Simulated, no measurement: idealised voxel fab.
Title: Process Module voxel released beams
Cross-section cut: width 265 nm, square cells of 5 nm.
Think of the cross-section as a grid of square cells. We describe it in bands, top to bottom, and each band covers one or more rows of those cells. Per band: top height and bottom height in nm, followed by the left-to-right materials and their widths in nm; "edge to edge" marks a single material spanning edge to edge, "empty" marks empty space. A quick word on heights: they are counted from 0, and under that level the wafer as it came to us is one material throughout. The lowest band is different from the rest in having no bottom; it simply continues downward, written as in "0 down". A width given as "30->40" starts at the first number in the band's top row and ends at the second number in its bottom row, shifting by an equal amount at every step from row to row. Reading "no modification" for a step: not a cell of the cross-section changed in it. Entry "Closed void roster". Content: empty spaces with no open connection to the top, size 8 cells or greater. Each: width x height at distance. Distance: from left edge. Unit: nm. Read whatever lies past the settings on a step's line as the simulator's own remark about the step. What "overlay nm" on a step's line means: if the step has a mask, that mask lay this far to the right of its planned place, or, when the value is negative, to the left.
The following list gives the planned process steps:
step 1: RECEIVE (material Si)
step 2: CONFORMAL_DEP (material Al2O3; thk nm 10)
step 3: DIRECTIONAL_DEP (material SiO2; thk nm 10)
step 4: MASKED_ETCH (tone open; mask id ANCHOR; width nm 40; etch materials SiO2; depth nm 10; overlay nm 0)
step 5: CONFORMAL_DEP (material W; thk nm 15)
step 6: MASKED_ETCH (tone cover; mask id BEAM; width nm 90; etch materials W; depth nm 15; overlay nm 0)
step 7: STRIP (etch materials SiO2)
As received, after step 1:
> 0 down = Si edge to edge
> Closed void roster: none
Result of the module, cross-sectioned: start per above, plan per above, one error in how it was run:
> 25 to 15 = 85 nm empty / 20 nm W / 10 nm empty / 60 nm W / 90 nm empty
> 15 to 10 = 85 nm empty / 90 nm W / 90 nm empty
> 10 to 0 = 90 nm empty / 40 nm W / 135 nm empty
> 0 down = Si edge to edge
> Closed void roster: none
Finding, execution versus plan: skipped: plan step 2 (never run)
